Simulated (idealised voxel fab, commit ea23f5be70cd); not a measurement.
A process module follows: voxel wiring stack.
The cross-section on display is named cut; it measures 250 nm wide, and its cells are 5 nm squares.
Each cross-section below is a grid of square cells, stated as bands in top-down order, with one or more rows of cells making up each band.
Top height, bottom height, nm. Materials left to right, width each, nm. Single material + "full width" = fills band edge to edge. "blank" = empty.
Ref level 0: as-received wafer is one material below here. Bottom band extends down with no lower bound ("0 and below").
Per-row width for "30..40": begins at first number (top row of band), ends at second number (bottom row), increment between rows held constant.
What does "no modifications" mean for a step? It means no cell of the cross-section changed in that step.
Entry "Completely enclosed voids". Content: empty spaces with no open connection to the top, size 8 cells or greater. Each: width x height at distance. Distance: from left edge. Unit: nm.
Past the settings on a step's line: simulator remark, on that step.
If you see "overlay nm" on a step's line and that step has a mask, it's telling you how far right of where it was planned the mask ended up; a negative number means it went left instead.
**This section lists the process steps that were planned**
1. RECEIVE, material Si
2. CONFORMAL_DEP, material SiO2, thk nm 10
3. CONFORMAL_DEP, material SiN, thk nm 5
4. DIRECTIONAL_DEP, material lowk, thk nm 15
5. PATTERN, tone open, mask id METAL_1, material resist, width nm 20, pitch nm 35, thk nm 20, overlay nm 0
6. DIRECTIONAL_ETCH, etch materials lowk, depth nm 15
7. DIRECTIONAL_ETCH, etch materials SiN, depth nm 5
8. STRIP, etch materials resist
9. CONFORMAL_DEP, material TiN, thk nm 5
10. FILL_DEP, material Ru, thk nm 10
11. CMP, height nm 30
12. EPI, material Ru, thk nm 5
13. FILL_DEP, material SiCN, thk nm 5
14. DIRECTIONAL_DEP, material lowk, thk nm 10
15. DIRECTIONAL_DEP, material aC, thk nm 15
16. PATTERN, tone open, mask id PLUG_1, material resist, width nm 15, pitch nm 70, thk nm 30, overlay nm 0
17. DIRECTIONAL_ETCH, etch materials aC, depth nm 15
18. STRIP, etch materials resist
19. DIRECTIONAL_ETCH, etch materials lowk, depth nm 10
20. DIRECTIONAL_ETCH, etch materials SiCN, depth nm 5
21. STRIP, etch materials aC
22. EPI, material Ru, thk nm 10
23. EPI, material Ru, thk nm 5
24. DIRECTIONAL_DEP, material TiN, thk nm 5
25. DIRECTIONAL_DEP, material W, thk nm 15
26. MASKED_ETCH, tone cover, mask id METAL_2, width nm 20, pitch nm 35, etch materials W, depth nm 15, overlay nm 0
27. MASKED_ETCH, tone cover, mask id METAL_2, width nm 20, pitch nm 35, etch materials TiN, depth nm 5, overlay nm 0
28. CONFORMAL_DEP, material SiCN, thk nm 5
29. FILL_DEP, material lowk, thk nm 10
30. CMP, height nm 70
31. CONFORMAL_DEP, material SiCN, thk nm 5
32. DIRECTIONAL_DEP, material lowk, thk nm 15
33. PATTERN, tone open, mask id PLUG_2, material resist, width nm 15, pitch nm 35, thk nm 20, overlay nm 0
34. DIRECTIONAL_ETCH, etch materials lowk, depth nm 15
35. DIRECTIONAL_ETCH, etch materials SiCN, depth nm 5
36. STRIP, etch materials resist
37. CONFORMAL_DEP, material TiN, thk nm 5
38. FILL_DEP, material Ru, thk nm 10
39. CMP, height nm 90
40. DIRECTIONAL_DEP, material TiN, thk nm 5
41. DIRECTIONAL_DEP, material W, thk nm 25
42. PATTERN, tone cover, mask id METAL_3, material resist, width nm 20, pitch nm 35, thk nm 20, overlay nm 0
43. DIRECTIONAL_ETCH, etch materials W, depth nm 25
44. DIRECTIONAL_ETCH, etch materials TiN, depth nm 5
45. STRIP, etch materials resist
46. FILL_DEP, material SiO2, thk nm 10
47. CMP, height nm 120
48. CONFORMAL_DEP, material SiCN, thk nm 5
**Cross-section of the incoming wafer, state after step 1**
    0 and below  Si full width
    Completely enclosed voids: none
**As-planned run: cross-section of the first of two wafers at end of module**
    125 down to 120  SiCN full width
    120 down to 95  SiO2=60  W=20  SiO2=15  W=20  SiO2=15  W=20  SiO2=15  W=20  SiO2=65
    95 down to 90  SiO2=60  TiN=20  SiO2=15  TiN=20  SiO2=15  TiN=20  SiO2=15  TiN=20  SiO2=65
    90 down to 75  lowk=60  TiN=5  Ru=5  TiN=5  lowk=20  TiN=5  Ru=5  TiN=5  lowk=20  TiN=5  Ru=5  TiN=5  lowk=20  TiN=5  Ru=5  TiN=5  lowk=70
    75 down to 70  SiCN=60  TiN=15  SiCN=20  TiN=15  SiCN=20  TiN=15  SiCN=20  TiN=15  SiCN=70
    70 down to 55  lowk=55  SiCN=5  W=20  SiCN=5  lowk=5  SiCN=5  W=20  SiCN=5  lowk=5  SiCN=5  W=20  SiCN=5  lowk=5  SiCN=5  W=20  SiCN=5  lowk=60
    55 down to 50  SiCN=60  TiN=20  SiCN=15  TiN=20  SiCN=15  TiN=20  SiCN=15  TiN=20  SiCN=65
    50 down to 40  lowk=60  Ru=15  lowk=55  Ru=15  lowk=105
    40 down to 35  SiCN=60  Ru=15  SiCN=55  Ru=15  SiCN=105
    35 down to 30  SiCN=55  Ru=30  SiCN=5  Ru=30  SiCN=5  Ru=30  SiCN=5  Ru=30  SiCN=60
    30 down to 15  lowk=60  TiN=5  Ru=10  TiN=5  lowk=15  TiN=5  Ru=10  TiN=5  lowk=15  TiN=5  Ru=10  TiN=5  lowk=15  TiN=5  Ru=10  TiN=5  lowk=65
    15 down to 10  SiN=60  TiN=20  SiN=15  TiN=20  SiN=15  TiN=20  SiN=15  TiN=20  SiN=65
    10 down to 0  SiO2 full width
    0 and below  Si full width
    Completely enclosed voids: none
**Module end: cross-section of wafer two of two. Same start and process plan as the first wafer. One mistake during execution**
    125 down to 120  SiCN full width
    120 down to 95  SiO2=60  W=20  SiO2=15  W=20  SiO2=15  W=20  SiO2=15  W=20  SiO2=65
    95 down to 90  SiO2=60  TiN=20  SiO2=15  TiN=20  SiO2=15  TiN=20  SiO2=15  TiN=20  SiO2=65
    90 down to 75  lowk=60  TiN=5  Ru=5  TiN=5  lowk=20  TiN=5  Ru=5  TiN=5  lowk=20  TiN=5  Ru=5  TiN=5  lowk=20  TiN=5  Ru=5  TiN=5  lowk=70
    75 down to 70  SiCN=60  TiN=15  SiCN=20  TiN=15  SiCN=20  TiN=15  SiCN=20  TiN=15  SiCN=70
    70 down to 65  lowk=55  SiCN=20  W=5  SiCN=5  lowk=5  SiCN=5  W=20  SiCN=5  lowk=5  SiCN=20  W=5  SiCN=5  lowk=5  SiCN=5  W=20  SiCN=5  lowk=60
    65 down to 60  SiCN=60  W=15  TiN=5  SiCN=15  TiN=20  SiCN=15  W=15  TiN=5  SiCN=15  TiN=20  SiCN=65
    60 down to 50  lowk=60  W=15  lowk=55  W=15  lowk=105
    50 down to 45  SiCN=60  TiN=15  SiCN=55  TiN=15  SiCN=105
    45 down to 35  SiCN full width
    35 down to 30  SiCN=55  Ru=30  SiCN=5  Ru=30  SiCN=5  Ru=30  SiCN=5  Ru=30  SiCN=60
    30 down to 15  lowk=60  TiN=5  Ru=10  TiN=5  lowk=15  TiN=5  Ru=10  TiN=5  lowk=15  TiN=5  Ru=10  TiN=5  lowk=15  TiN=5  Ru=10  TiN=5  lowk=65
    15 down to 10  SiN=60  TiN=20  SiN=15  TiN=20  SiN=15  TiN=20  SiN=15  TiN=20  SiN=65
    10 down to 0  SiO2 full width
    0 and below  Si full width
    Completely enclosed voids: none
Against the plan, the run slipped here: step 13: run off-plan, actual operation and settings FILL_DEP, material SiCN, thk nm 15
Final cells, second wafer relative to first, materials higher or lower: Ru -18; SiCN +90; W -20; lowk -52
